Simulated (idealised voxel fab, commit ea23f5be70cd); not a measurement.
Process module in this document: voxel transistor to metal
Section cut is 195 nm wide and gridded with 5 nm square cells.
In what follows, cross-sections appear as grids of square cells, described through bands that run from the top down, where every band is one or more rows of cells.
Heads up on the band format: heights come first, top then bottom, in nm. After that it's the materials left to right, each with its width in nm. A single material flagged "all across" fills the whole band edge to edge, and "air" means there's empty space there.
Zero point of the height axis is 0; under it, received wafer = one material. Lowest band: continues down indefinitely, "0 down".
Graded width ("30 to 40"): value in top row of band = first number; value in bottom row = second number; row-to-row change constant.
Where a step carries "same as before", the cross-section came out of it unchanged, cell for cell.
The entry titled "Entrapped void list" provides the empty spaces that have no open way to the top, restricted to those of 8 cells or more. Each is presented as width x height at distance, the distance being measured from the left edge, with all three in nm.
Formally, on a step line, whatever follows the settings is a remark that the simulator itself makes on the step.
overlay nm: step with mask; distance mask lay right of planned place; negative value = left of planned place.

-- Intended process steps
1: RECEIVE, material Si
2: OXIDIZE, depth nm 5
3: CONFORMAL_DEP, material SiN, thk nm 10
4: DIRECTIONAL_DEP, material aC, thk nm 10
5: PATTERN, tone cover, mask id ACTIVE, material resist, width nm 115, thk nm 30, overlay nm 0
6: DIRECTIONAL_ETCH, etch materials aC, depth nm 10
7: STRIP, etch materials resist
8: DIRECTIONAL_ETCH, etch materials SiN, depth nm 10
9: DIRECTIONAL_ETCH, etch materials SiO2, depth nm 5
10: DIRECTIONAL_ETCH, etch materials Si, depth nm 20
11: STRIP, etch materials aC
12: OXIDIZE, depth nm 5
13: FILL_DEP, material SiO2, thk nm 5
14: CMP, height nm 10
15: SELECTIVE_ETCH, etch materials SiO2, depth nm 10
16: STRIP, etch materials SiN
17: SELECTIVE_ETCH, etch materials SiO2, depth nm 5
18: OXIDIZE, depth nm 5
19: DIRECTIONAL_DEP, material polySi, thk nm 30
20: DIRECTIONAL_DEP, material SiCN, thk nm 15
21: PATTERN, tone cover, mask id GATE, material resist, width nm 25, thk nm 20, overlay nm 0
22: DIRECTIONAL_ETCH, etch materials SiCN, depth nm 25
23: DIRECTIONAL_ETCH, etch materials polySi, depth nm 40
24: STRIP, etch materials resist
25: CONFORMAL_DEP, material SiO2, thk nm 5
26: DIRECTIONAL_ETCH, etch materials SiO2, depth nm 5
27: CONFORMAL_DEP, material SiN, thk nm 5
28: DIRECTIONAL_ETCH, etch materials SiN, depth nm 5
29: DIRECTIONAL_ETCH, etch materials SiO2, depth nm 5
30: DIRECTIONAL_ETCH, etch materials Si, depth nm 10
31: EPI, material nSi, thk nm 10
32: FILL_DEP, material SiO2, thk nm 10
33: CMP, height nm 25
34: STRIP, etch materials polySi
35: SELECTIVE_ETCH, etch materials SiO2, depth nm 5
36: CONFORMAL_DEP, material HfO2, thk nm 5
37: CONFORMAL_DEP, material TiN, thk nm 5
38: FILL_DEP, material W, thk nm 10
39: CMP, height nm 20
40: DIRECTIONAL_DEP, material SiO2, thk nm 10
41: MASKED_ETCH, tone open, mask id CONTACT, width nm 20, pitch nm 85, etch materials SiO2, depth nm 40, overlay nm 0
42: CONFORMAL_DEP, material TiN, thk nm 5
43: FILL_DEP, material W, thk nm 5
44: CMP, height nm 30
45: CONFORMAL_DEP, material SiN, thk nm 5
46: DIRECTIONAL_DEP, material SiO2, thk nm 20
47: MASKED_ETCH, tone open, mask id METAL_1, width nm 20, pitch nm 85, etch materials SiO2, depth nm 20, overlay nm 0
48: MASKED_ETCH, tone open, mask id METAL_1, width nm 20, pitch nm 85, etch materials SiN, depth nm 5, overlay nm 0
49: CONFORMAL_DEP, material TiN, thk nm 5
50: FILL_DEP, material W, thk nm 10
51: CMP, height nm 55
52: EPI, material Ru, thk nm 5
53: FILL_DEP, material SiCN, thk nm 5
54: DIRECTIONAL_DEP, material lowk, thk nm 30
55: DIRECTIONAL_DEP, material aC, thk nm 15
56: PATTERN, tone open, mask id METAL_2_HOLES, material resist, width nm 15, pitch nm 85, thk nm 30, overlay nm 0
57: DIRECTIONAL_ETCH, etch materials aC, depth nm 15
58: STRIP, etch materials resist
59: DIRECTIONAL_ETCH, etch materials lowk, depth nm 30
60: STRIP, etch materials aC
61: MASKED_ETCH, tone open, mask id METAL_2, width nm 20, pitch nm 85, etch materials lowk, depth nm 20, overlay nm 0
62: MASKED_ETCH, tone open, mask id METAL_2, width nm 20, pitch nm 85, etch materials SiCN, depth nm 5, overlay nm 0
63: CONFORMAL_DEP, material TiN, thk nm 5
64: FILL_DEP, material Cu, thk nm 10
65: CMP, height nm 95
66: CONFORMAL_DEP, material SiN, thk nm 5

-- So, the first of our two wafers, run just as we planned it

-- Cross-section, incoming material, after step 1
    0 down: Si all across
    Entrapped void list: none

-- Step 2 done - wafer cross-section
    0 to -5: SiO2 all across
    Under -5: no change, same as before.

-- Step 3 done - wafer cross-section
    10 to 0: SiN all across
    Under 0: no change, same as before.

-- Step 4 done - wafer cross-section
    20 to 10: aC all across
    Under 10: no change, same as before.

-- Step 5 done - wafer cross-section
    50 to 20: 40 of air  115 of resist  40 of air
    Under 20: no change, same as before.

-- Step 6 done - wafer cross-section
    40 to 20: 40 of air  115 of resist  40 of air
    20 to 10: 40 of air  115 of aC  40 of air
    Under 10: no change, same as before.

-- Step 7 done - wafer cross-section
    20 to 10: 40 of air  115 of aC  40 of air
    Under 10: no change, same as before.

-- Step 8 done - wafer cross-section
    20 to 10: 40 of air  115 of aC  40 of air
    10 to 0: 40 of air  115 of SiN  40 of air
    Under 0: no change, same as before.

-- Step 9 done - wafer cross-section
    20 to 10: 40 of air  115 of aC  40 of air
    10 to 0: 40 of air  115 of SiN  40 of air
    0 to -5: 40 of air  115 of SiO2  40 of air
    Under -5: no change, same as before.

-- Step 10 done - wafer cross-section
    20 to 10: 40 of air  115 of aC  40 of air
    10 to 0: 40 of air  115 of SiN  40 of air
    0 to -5: 40 of air  115 of SiO2  40 of air
    -5 to -25: 40 of air  115 of Si  40 of air
    Under -25: no change, same as before.

-- Step 11 done - wafer cross-section
    10 to 0: 40 of air  115 of SiN  40 of air
    Under 0: no change, same as before.

-- Step 12 done - wafer cross-section
    10 to 0: 40 of air  115 of SiN  40 of air
    0 to -5: 40 of air  115 of SiO2  40 of air
    -5 to -25: 40 of air  5 of SiO2  105 of Si  5 of SiO2  40 of air
    -25 to -30: 45 of SiO2  105 of Si  45 of SiO2
    Under -30: no change, same as before.

-- Step 13 done - wafer cross-section
    15 to 10: SiO2 all across
    10 to 0: 40 of SiO2  115 of SiN  40 of SiO2
    0 to -5: SiO2 all across
    -5 to -30: 45 of SiO2  105 of Si  45 of SiO2
    Under -30: no change, same as before.

-- Step 14 done - wafer cross-section
    10 to 0: 40 of SiO2  115 of SiN  40 of SiO2
    Under 0: no change, same as before.

-- Step 15 done - wafer cross-section
    10 to 0: 40 of air  115 of SiN  40 of air
    Under 0: no change, same as before.

-- Step 16 done - wafer cross-section
    0 to -5: SiO2 all across
    Under -5: no change, same as before.

-- Step 17 done - wafer cross-section
    -5 to -30: 45 of SiO2  105 of Si  45 of SiO2
    Under -30: no change, same as before.

-- Step 18 done - wafer cross-section
    -5 to -10: SiO2 all across
    Under -10: no change, same as before.

-- Step 19 done - wafer cross-section
    25 to -5: polySi all across
    Under -5: no change, same as before.

-- Step 20 done - wafer cross-section
    40 to 25: SiCN all across
    Under 25: no change, same as before.

-- Step 21 done - wafer cross-section
    60 to 40: 85 of air  25 of resist  85 of air
    Under 40: no change, same as before.

-- Step 22 done - wafer cross-section
    60 to 40: 85 of air  25 of resist  85 of air
    40 to 25: 85 of air  25 of SiCN  85 of air
    Under 25: no change, same as before.

-- Step 23 done - wafer cross-section
    60 to 40: 85 of air  25 of resist  85 of air
    40 to 25: 85 of air  25 of SiCN  85 of air
    25 to -5: 85 of air  25 of polySi  85 of air
    Under -5: no change, same as before.

-- Step 24 done - wafer cross-section
    40 to 25: 85 of air  25 of SiCN  85 of air
    Under 25: no change, same as before.

-- Step 25 done - wafer cross-section
    45 to 40: 80 of air  35 of SiO2  80 of air
    40 to 25: 80 of air  5 of SiO2  25 of SiCN  5 of SiO2  80 of air
    25 to 0: 80 of air  5 of SiO2  25 of polySi  5 of SiO2  80 of air
    0 to -5: 85 of SiO2  25 of polySi  85 of SiO2
    Under -5: no change, same as before.

-- Step 26 done - wafer cross-section
    40 to 25: 80 of air  5 of SiO2  25 of SiCN  5 of SiO2  80 of air
    25 to -5: 80 of air  5 of SiO2  25 of polySi  5 of SiO2  80 of air
    Under -5: no change, same as before.

-- Step 27 done - wafer cross-section
    45 to 40: 75 of air  45 of SiN  75 of air
    40 to 25: 75 of air  5 of SiN  5 of SiO2  25 of SiCN  5 of SiO2  5 of SiN  75 of air
    25 to 0: 75 of air  5 of SiN  5 of SiO2  25 of polySi  5 of SiO2  5 of SiN  75 of air
    0 to -5: 80 of SiN  5 of SiO2  25 of polySi  5 of SiO2  80 of SiN
    Under -5: no change, same as before.

-- Step 28 done - wafer cross-section
    40 to 25: 75 of air  5 of SiN  5 of SiO2  25 of SiCN  5 of SiO2  5 of SiN  75 of air
    25 to -5: 75 of air  5 of SiN  5 of SiO2  25 of polySi  5 of SiO2  5 of SiN  75 of air
    Under -5: no change, same as before.

-- Step 29 done - wafer cross-section
    40 to 35: 75 of air  5 of SiN  5 of air  25 of SiCN  5 of air  5 of SiN  75 of air
    35 to 25: 75 of air  5 of SiN  5 of SiO2  25 of SiCN  5 of SiO2  5 of SiN  75 of air
    25 to -5: 75 of air  5 of SiN  5 of SiO2  25 of polySi  5 of SiO2  5 of SiN  75 of air
    -5 to -10: 75 of air  45 of SiO2  75 of air
    Under -10: no change, same as before.

-- Step 30 done - wafer cross-section
    40 to 35: 75 of air  5 of SiN  5 of air  25 of SiCN  5 of air  5 of SiN  75 of air
    35 to 25: 75 of air  5 of SiN  5 of SiO2  25 of SiCN  5 of SiO2  5 of SiN  75 of air
    25 to -5: 75 of air  5 of SiN  5 of SiO2  25 of polySi  5 of SiO2  5 of SiN  75 of air
    -5 to -10: 75 of air  45 of SiO2  75 of air
    -10 to -20: 45 of SiO2  30 of air  45 of Si  30 of air  45 of SiO2
    Under -20: no change, same as before.

-- Step 31 done - wafer cross-section
    40 to 35: 75 of air  5 of SiN  5 of air  25 of SiCN  5 of air  5 of SiN  75 of air
    35 to 25: 75 of air  5 of SiN  5 of SiO2  25 of SiCN  5 of SiO2  5 of SiN  75 of air
    25 to 0: 75 of air  5 of SiN  5 of SiO2  25 of polySi  5 of SiO2  5 of SiN  75 of air
    0 to -5: 65 of air  10 of nSi  5 of SiN  5 of SiO2  25 of polySi  5 of SiO2  5 of SiN  10 of nSi  65 of air
    -5 to -10: 65 of air  10 of nSi  45 of SiO2  10 of nSi  65 of air
    -10 to -20: 45 of SiO2  30 of nSi  45 of Si  30 of nSi  45 of SiO2
    Under -20: no change, same as before.

-- Step 32 done - wafer cross-section
    50 to 40: SiO2 all across
    40 to 25: 75 of SiO2  5 of SiN  5 of SiO2  25 of SiCN  5 of SiO2  5 of SiN  75 of SiO2
    25 to 0: 75 of SiO2  5 of SiN  5 of SiO2  25 of polySi  5 of SiO2  5 of SiN  75 of SiO2
    0 to -5: 65 of SiO2  10 of nSi  5 of SiN  5 of SiO2  25 of polySi  5 of SiO2  5 of SiN  10 of nSi  65 of SiO2
    -5 to -10: 65 of SiO2  10 of nSi  45 of SiO2  10 of nSi  65 of SiO2
    Under -10: no change, same as before.

-- Step 33 done - wafer cross-section
    25 to 0: 75 of SiO2  5 of SiN  5 of SiO2  25 of polySi  5 of SiO2  5 of SiN  75 of SiO2
    Under 0: no change, same as before.

-- Step 34 done - wafer cross-section
    25 to 0: 75 of SiO2  5 of SiN  5 of SiO2  25 of air  5 of SiO2  5 of SiN  75 of SiO2
    0 to -5: 65 of SiO2  10 of nSi  5 of SiN  5 of SiO2  25 of air  5 of SiO2  5 of SiN  10 of nSi  65 of SiO2
    Under -5: no change, same as before.

-- Step 35 done - wafer cross-section
    25 to 20: 75 of air  5 of SiN  35 of air  5 of SiN  75 of air
    20 to 0: 75 of SiO2  5 of SiN  35 of air  5 of SiN  75 of SiO2
    0 to -5: 65 of SiO2  10 of nSi  5 of SiN  35 of air  5 of SiN  10 of nSi  65 of SiO2
    -5 to -10: 65 of SiO2  10 of nSi  5 of SiO2  35 of air  5 of SiO2  10 of nSi  65 of SiO2
    Under -10: no change, same as before.

-- Step 36 done - wafer cross-section
    30 to 25: 70 of air  15 of HfO2  25 of air  15 of HfO2  70 of air
    25 to 20: 75 of HfO2  5 of SiN  5 of HfO2  25 of air  5 of HfO2  5 of SiN  75 of HfO2
    20 to 0: 75 of SiO2  5 of SiN  5 of HfO2  25 of air  5 of HfO2  5 of SiN  75 of SiO2
    0 to -5: 65 of SiO2  10 of nSi  5 of SiN  5 of HfO2  25 of air  5 of HfO2  5 of SiN  10 of nSi  65 of SiO2
    -5 to -10: 65 of SiO2  10 of nSi  5 of SiO2  35 of HfO2  5 of SiO2  10 of nSi  65 of SiO2
    Under -10: no change, same as before.

-- Step 37 done - wafer cross-section
    35 to 30: 65 of air  25 of TiN  15 of air  25 of TiN  65 of air
    30 to 25: 70 of TiN  15 of HfO2  5 of TiN  15 of air  5 of TiN  15 of HfO2  70 of TiN
    25 to 20: 75 of HfO2  5 of SiN  5 of HfO2  5 of TiN  15 of air  5 of TiN  5 of HfO2  5 of SiN  75 of HfO2
    20 to 0: 75 of SiO2  5 of SiN  5 of HfO2  5 of TiN  15 of air  5 of TiN  5 of HfO2  5 of SiN  75 of SiO2
    0 to -5: 65 of SiO2  10 of nSi  5 of SiN  5 of HfO2  25 of TiN  5 of HfO2  5 of SiN  10 of nSi  65 of SiO2
    Under -5: no change, same as before.

-- Step 38 done - wafer cross-section
    45 to 35: W all across
    35 to 30: 65 of W  25 of TiN  15 of W  25 of TiN  65 of W
    30 to 25: 70 of TiN  15 of HfO2  5 of TiN  15 of W  5 of TiN  15 of HfO2  70 of TiN
    25 to 20: 75 of HfO2  5 of SiN  5 of HfO2  5 of TiN  15 of W  5 of TiN  5 of HfO2  5 of SiN  75 of HfO2
    20 to 0: 75 of SiO2  5 of SiN  5 of HfO2  5 of TiN  15 of W  5 of TiN  5 of HfO2  5 of SiN  75 of SiO2
    Under 0: no change, same as before.

-- Step 39 done - wafer cross-section
    20 to 0: 75 of SiO2  5 of SiN  5 of HfO2  5 of TiN  15 of W  5 of TiN  5 of HfO2  5 of SiN  75 of SiO2
    Under 0: no change, same as before.

-- Step 40 done - wafer cross-section
    30 to 20: SiO2 all across
    Under 20: no change, same as before.

-- Step 41 done - wafer cross-section
    30 to 20: 45 of SiO2  20 of air  65 of SiO2  20 of air  45 of SiO2
    20 to 0: 45 of SiO2  20 of air  10 of SiO2  5 of SiN  5 of HfO2  5 of TiN  15 of W  5 of TiN  5 of HfO2  5 of SiN  10 of SiO2  20 of air  45 of SiO2
    0 to -5: 45 of SiO2  20 of air  10 of nSi  5 of SiN  5 of HfO2  25 of TiN  5 of HfO2  5 of SiN  10 of nSi  20 of air  45 of SiO2
    -5 to -10: 45 of SiO2  20 of air  10 of nSi  5 of SiO2  35 of HfO2  5 of SiO2  10 of nSi  20 of air  45 of SiO2
    Under -10: no change, same as before.

-- Step 42 done - wafer cross-section
    35 to 30: 50 of TiN  10 of air  75 of TiN  10 of air  50 of TiN
    30 to 20: 45 of SiO2  5 of TiN  10 of air  5 of TiN  65 of SiO2  5 of TiN  10 of air  5 of TiN  45 of SiO2
    20 to 0: 45 of SiO2  5 of TiN  10 of air  5 of TiN  10 of SiO2  5 of SiN  5 of HfO2  5 of TiN  15 of W  5 of TiN  5 of HfO2  5 of SiN  10 of SiO2  5 of TiN  10 of air  5 of TiN  45 of SiO2
    0 to -5: 45 of SiO2  5 of TiN  10 of air  5 of TiN  10 of nSi  5 of SiN  5 of HfO2  25 of TiN  5 of HfO2  5 of SiN  10 of nSi  5 of TiN  10 of air  5 of TiN  45 of SiO2
    -5 to -10: 45 of SiO2  20 of TiN  10 of nSi  5 of SiO2  35 of HfO2  5 of SiO2  10 of nSi  20 of TiN  45 of SiO2
    Under -10: no change, same as before.

-- Step 43 done - wafer cross-section
    40 to 35: W all across
    35 to 30: 50 of TiN  10 of W  75 of TiN  10 of W  50 of TiN
    30 to 20: 45 of SiO2  5 of TiN  10 of W  5 of TiN  65 of SiO2  5 of TiN  10 of W  5 of TiN  45 of SiO2
    20 to 0: 45 of SiO2  5 of TiN  10 of W  5 of TiN  10 of SiO2  5 of SiN  5 of HfO2  5 of TiN  15 of W  5 of TiN  5 of HfO2  5 of SiN  10 of SiO2  5 of TiN  10 of W  5 of TiN  45 of SiO2
    0 to -5: 45 of SiO2  5 of TiN  10 of W  5 of TiN  10 of nSi  5 of SiN  5 of HfO2  25 of TiN  5 of HfO2  5 of SiN  10 of nSi  5 of TiN  10 of W  5 of TiN  45 of SiO2
    Under -5: no change, same as before.

-- Step 44 done - wafer cross-section
    30 to 20: 45 of SiO2  5 of TiN  10 of W  5 of TiN  65 of SiO2  5 of TiN  10 of W  5 of TiN  45 of SiO2
    Under 20: no change, same as before.

-- Step 45 done - wafer cross-section
    35 to 30: SiN all across
    Under 30: no change, same as before.

-- Step 46 done - wafer cross-section
    55 to 35: SiO2 all across
    Under 35: no change, same as before.

-- Step 47 done - wafer cross-section
    55 to 35: 45 of SiO2  20 of air  65 of SiO2  20 of air  45 of SiO2
    Under 35: no change, same as before.

-- Step 48 done - wafer cross-section
    55 to 35: 45 of SiO2  20 of air  65 of SiO2  20 of air  45 of SiO2
    35 to 30: 45 of SiN  20 of air  65 of SiN  20 of air  45 of SiN
    Under 30: no change, same as before.

-- Step 49 done - wafer cross-section
    60 to 55: 50 of TiN  10 of air  75 of TiN  10 of air  50 of TiN
    55 to 35: 45 of SiO2  5 of TiN  10 of air  5 of TiN  65 of SiO2  5 of TiN  10 of air  5 of TiN  45 of SiO2
    35 to 30: 45 of SiN  20 of TiN  65 of SiN  20 of TiN  45 of SiN
    Under 30: no change, same as before.

-- Step 50 done - wafer cross-section
    70 to 60: W all across
    60 to 55: 50 of TiN  10 of W  75 of TiN  10 of W  50 of TiN
    55 to 35: 45 of SiO2  5 of TiN  10 of W  5 of TiN  65 of SiO2  5 of TiN  10 of W  5 of TiN  45 of SiO2
    Under 35: no change, same as before.

-- Step 51 done - wafer cross-section
    55 to 35: 45 of SiO2  5 of TiN  10 of W  5 of TiN  65 of SiO2  5 of TiN  10 of W  5 of TiN  45 of SiO2
    Under 35: no change, same as before.

-- Step 52 done - wafer cross-section
    60 to 55: 40 of air  30 of Ru  55 of air  30 of Ru  40 of air
    Under 55: no change, same as before.

-- Step 53 done - wafer cross-section
    65 to 60: SiCN all across
    60 to 55: 40 of SiCN  30 of Ru  55 of SiCN  30 of Ru  40 of SiCN
    Under 55: no change, same as before.

-- Step 54 done - wafer cross-section
    95 to 65: lowk all across
    Under 65: no change, same as before.

-- Step 55 done - wafer cross-section
    110 to 95: aC all across
    Under 95: no change, same as before.

-- Step 56 done - wafer cross-section
    140 to 110: 45 of resist  15 of air  70 of resist  15 of air  50 of resist
    Under 110: no change, same as before.

-- Step 57 done - wafer cross-section
    125 to 110: 45 of resist  15 of air  70 of resist  15 of air  50 of resist
    110 to 95: 45 of aC  15 of air  70 of aC  15 of air  50 of aC
    Under 95: no change, same as before.

-- Step 58 done - wafer cross-section
    110 to 95: 45 of aC  15 of air  70 of aC  15 of air  50 of aC
    Under 95: no change, same as before.

-- Step 59 done - wafer cross-section
    110 to 95: 45 of aC  15 of air  70 of aC  15 of air  50 of aC
    95 to 65: 45 of lowk  15 of air  70 of lowk  15 of air  50 of lowk
    Under 65: no change, same as before.

-- Step 60 done - wafer cross-section
    95 to 65: 45 of lowk  15 of air  70 of lowk  15 of air  50 of lowk
    Under 65: no change, same as before.

-- Step 61 done - wafer cross-section
    95 to 75: 45 of lowk  20 of air  65 of lowk  20 of air  45 of lowk
    Under 75: no change, same as before.

-- Step 62 done - wafer cross-section
    95 to 75: 45 of lowk  20 of air  65 of lowk  20 of air  45 of lowk
    75 to 65: 45 of lowk  15 of air  70 of lowk  15 of air  50 of lowk
    65 to 60: 45 of SiCN  15 of air  70 of SiCN  15 of air  50 of SiCN
    Under 60: no change, same as before.

-- Step 63 done - wafer cross-section
    100 to 95: 50 of TiN  10 of air  75 of TiN  10 of air  50 of TiN
    95 to 80: 45 of lowk  5 of TiN  10 of air  5 of TiN  65 of lowk  5 of TiN  10 of air  5 of TiN  45 of lowk
    80 to 75: 45 of lowk  5 of TiN  5 of air  10 of TiN  65 of lowk  5 of TiN  5 of air  10 of TiN  45 of lowk
    75 to 65: 45 of lowk  5 of TiN  5 of air  5 of TiN  70 of lowk  5 of TiN  5 of air  5 of TiN  50 of lowk
    65 to 60: 45 of SiCN  15 of TiN  70 of SiCN  15 of TiN  50 of SiCN
    Under 60: no change, same as before.

-- Step 64 done - wafer cross-section
    110 to 100: Cu all across
    100 to 95: 50 of TiN  10 of Cu  75 of TiN  10 of Cu  50 of TiN
    95 to 80: 45 of lowk  5 of TiN  10 of Cu  5 of TiN  65 of lowk  5 of TiN  10 of Cu  5 of TiN  45 of lowk
    80 to 75: 45 of lowk  5 of TiN  5 of Cu  10 of TiN  65 of lowk  5 of TiN  5 of Cu  10 of TiN  45 of lowk
    75 to 65: 45 of lowk  5 of TiN  5 of Cu  5 of TiN  70 of lowk  5 of TiN  5 of Cu  5 of TiN  50 of lowk
    Under 65: no change, same as before.

-- Step 65 done - wafer cross-section
    95 to 80: 45 of lowk  5 of TiN  10 of Cu  5 of TiN  65 of lowk  5 of TiN  10 of Cu  5 of TiN  45 of lowk
    Under 80: no change, same as before.

-- Step 66 done - wafer cross-section
    100 to 95: SiN all across
    Under 95: no change, same as before.

-- Wafer two. Same start, same plan, one slip in execution. Same as wafer one through step 41, inclusive

-- Second wafer at the planned finish of step 42, seen in cross-section
    35 to 30: 50 of HfO2  10 of air  75 of HfO2  10 of air  50 of HfO2
    30 to 20: 45 of SiO2  5 of HfO2  10 of air  5 of HfO2  65 of SiO2  5 of HfO2  10 of air  5 of HfO2  45 of SiO2
    20 to 0: 45 of SiO2  5 of HfO2  10 of air  5 of HfO2  10 of SiO2  5 of SiN  5 of HfO2  5 of TiN  15 of W  5 of TiN  5 of HfO2  5 of SiN  10 of SiO2  5 of HfO2  10 of air  5 of HfO2  45 of SiO2
    0 to -5: 45 of SiO2  5 of HfO2  10 of air  5 of HfO2  10 of nSi  5 of SiN  5 of HfO2  25 of TiN  5 of HfO2  5 of SiN  10 of nSi  5 of HfO2  10 of air  5 of HfO2  45 of SiO2
    -5 to -10: 45 of SiO2  20 of HfO2  10 of nSi  5 of SiO2  35 of HfO2  5 of SiO2  10 of nSi  20 of HfO2  45 of SiO2
    Under -10: no change, same as before.

-- Second wafer at the planned finish of step 43, seen in cross-section
    40 to 35: W all across
    35 to 30: 50 of HfO2  10 of W  75 of HfO2  10 of W  50 of HfO2
    30 to 20: 45 of SiO2  5 of HfO2  10 of W  5 of HfO2  65 of SiO2  5 of HfO2  10 of W  5 of HfO2  45 of SiO2
    20 to 0: 45 of SiO2  5 of HfO2  10 of W  5 of HfO2  10 of SiO2  5 of SiN  5 of HfO2  5 of TiN  15 of W  5 of TiN  5 of HfO2  5 of SiN  10 of SiO2  5 of HfO2  10 of W  5 of HfO2  45 of SiO2
    0 to -5: 45 of SiO2  5 of HfO2  10 of W  5 of HfO2  10 of nSi  5 of SiN  5 of HfO2  25 of TiN  5 of HfO2  5 of SiN  10 of nSi  5 of HfO2  10 of W  5 of HfO2  45 of SiO2
    Under -5: no change, same as before.

-- Second wafer at the planned finish of step 44, seen in cross-section
    30 to 20: 45 of SiO2  5 of HfO2  10 of W  5 of HfO2  65 of SiO2  5 of HfO2  10 of W  5 of HfO2  45 of SiO2
    Under 20: no change, same as before.

-- Second wafer at the planned finish of step 45, seen in cross-section
    35 to 30: SiN all across
    Under 30: no change, same as before.

-- Second wafer at the planned finish of step 46, seen in cross-section
    55 to 35: SiO2 all across
    Under 35: no change, same as before.

-- Second wafer at the planned finish of step 47, seen in cross-section
    55 to 35: 45 of SiO2  20 of air  65 of SiO2  20 of air  45 of SiO2
    Under 35: no change, same as before.

-- Second wafer at the planned finish of step 48, seen in cross-section
    55 to 35: 45 of SiO2  20 of air  65 of SiO2  20 of air  45 of SiO2
    35 to 30: 45 of SiN  20 of air  65 of SiN  20 of air  45 of SiN
    Under 30: no change, same as before.

-- Second wafer at the planned finish of step 49, seen in cross-section
    60 to 55: 50 of TiN  10 of air  75 of TiN  10 of air  50 of TiN
    55 to 35: 45 of SiO2  5 of TiN  10 of air  5 of TiN  65 of SiO2  5 of TiN  10 of air  5 of TiN  45 of SiO2
    35 to 30: 45 of SiN  20 of TiN  65 of SiN  20 of TiN  45 of SiN
    Under 30: no change, same as before.

-- Second wafer at the planned finish of step 50, seen in cross-section
    70 to 60: W all across
    60 to 55: 50 of TiN  10 of W  75 of TiN  10 of W  50 of TiN
    55 to 35: 45 of SiO2  5 of TiN  10 of W  5 of TiN  65 of SiO2  5 of TiN  10 of W  5 of TiN  45 of SiO2
    Under 35: no change, same as before.

-- Second wafer at the planned finish of step 51, seen in cross-section
    55 to 35: 45 of SiO2  5 of TiN  10 of W  5 of TiN  65 of SiO2  5 of TiN  10 of W  5 of TiN  45 of SiO2
    Under 35: no change, same as before.

-- Second wafer at the planned finish of step 52, seen in cross-section
    60 to 55: 40 of air  30 of Ru  55 of air  30 of Ru  40 of air
    Under 55: no change, same as before.

-- Second wafer at the planned finish of step 53, seen in cross-section
    65 to 60: SiCN all across
    60 to 55: 40 of SiCN  30 of Ru  55 of SiCN  30 of Ru  40 of SiCN
    Under 55: no change, same as before.

-- Second wafer at the planned finish of step 54, seen in cross-section
    95 to 65: lowk all across
    Under 65: no change, same as before.

-- Second wafer at the planned finish of step 55, seen in cross-section
    110 to 95: aC all across
    Under 95: no change, same as before.

-- Second wafer at the planned finish of step 56, seen in cross-section
    140 to 110: 45 of resist  15 of air  70 of resist  15 of air  50 of resist
    Under 110: no change, same as before.

-- Second wafer at the planned finish of step 57, seen in cross-section
    125 to 110: 45 of resist  15 of air  70 of resist  15 of air  50 of resist
    110 to 95: 45 of aC  15 of air  70 of aC  15 of air  50 of aC
    Under 95: no change, same as before.

-- Second wafer at the planned finish of step 58, seen in cross-section
    110 to 95: 45 of aC  15 of air  70 of aC  15 of air  50 of aC
    Under 95: no change, same as before.

-- Second wafer at the planned finish of step 59, seen in cross-section
    110 to 95: 45 of aC  15 of air  70 of aC  15 of air  50 of aC
    95 to 65: 45 of lowk  15 of air  70 of lowk  15 of air  50 of lowk
    Under 65: no change, same as before.

-- Second wafer at the planned finish of step 60, seen in cross-section
    95 to 65: 45 of lowk  15 of air  70 of lowk  15 of air  50 of lowk
    Under 65: no change, same as before.

-- Second wafer at the planned finish of step 61, seen in cross-section
    95 to 75: 45 of lowk  20 of air  65 of lowk  20 of air  45 of lowk
    Under 75: no change, same as before.

-- Second wafer at the planned finish of step 62, seen in cross-section
    95 to 75: 45 of lowk  20 of air  65 of lowk  20 of air  45 of lowk
    75 to 65: 45 of lowk  15 of air  70 of lowk  15 of air  50 of lowk
    65 to 60: 45 of SiCN  15 of air  70 of SiCN  15 of air  50 of SiCN
    Under 60: no change, same as before.

-- Second wafer at the planned finish of step 63, seen in cross-section
    100 to 95: 50 of TiN  10 of air  75 of TiN  10 of air  50 of TiN
    95 to 80: 45 of lowk  5 of TiN  10 of air  5 of TiN  65 of lowk  5 of TiN  10 of air  5 of TiN  45 of lowk
    80 to 75: 45 of lowk  5 of TiN  5 of air  10 of TiN  65 of lowk  5 of TiN  5 of air  10 of TiN  45 of lowk
    75 to 65: 45 of lowk  5 of TiN  5 of air  5 of TiN  70 of lowk  5 of TiN  5 of air  5 of TiN  50 of lowk
    65 to 60: 45 of SiCN  15 of TiN  70 of SiCN  15 of TiN  50 of SiCN
    Under 60: no change, same as before.

-- Second wafer at the planned finish of step 64, seen in cross-section
    110 to 100: Cu all across
    100 to 95: 50 of TiN  10 of Cu  75 of TiN  10 of Cu  50 of TiN
    95 to 80: 45 of lowk  5 of TiN  10 of Cu  5 of TiN  65 of lowk  5 of TiN  10 of Cu  5 of TiN  45 of lowk
    80 to 75: 45 of lowk  5 of TiN  5 of Cu  10 of TiN  65 of lowk  5 of TiN  5 of Cu  10 of TiN  45 of lowk
    75 to 65: 45 of lowk  5 of TiN  5 of Cu  5 of TiN  70 of lowk  5 of TiN  5 of Cu  5 of TiN  50 of lowk
    Under 65: no change, same as before.

-- Second wafer at the planned finish of step 65, seen in cross-section
    95 to 80: 45 of lowk  5 of TiN  10 of Cu  5 of TiN  65 of lowk  5 of TiN  10 of Cu  5 of TiN  45 of lowk
    Under 80: no change, same as before.

-- Second wafer at the planned finish of step 66, seen in cross-section
    100 to 95: SiN all across
    Under 95: no change, same as before.
So what did we get wrong on this run? step 42: run off-plan, actual operation and settings CONFORMAL_DEP, material HfO2, thk nm 5
Per the end-of-run cell counts, the second wafer holds more or fewer of some materials than the first: HfO2 +36; TiN -36
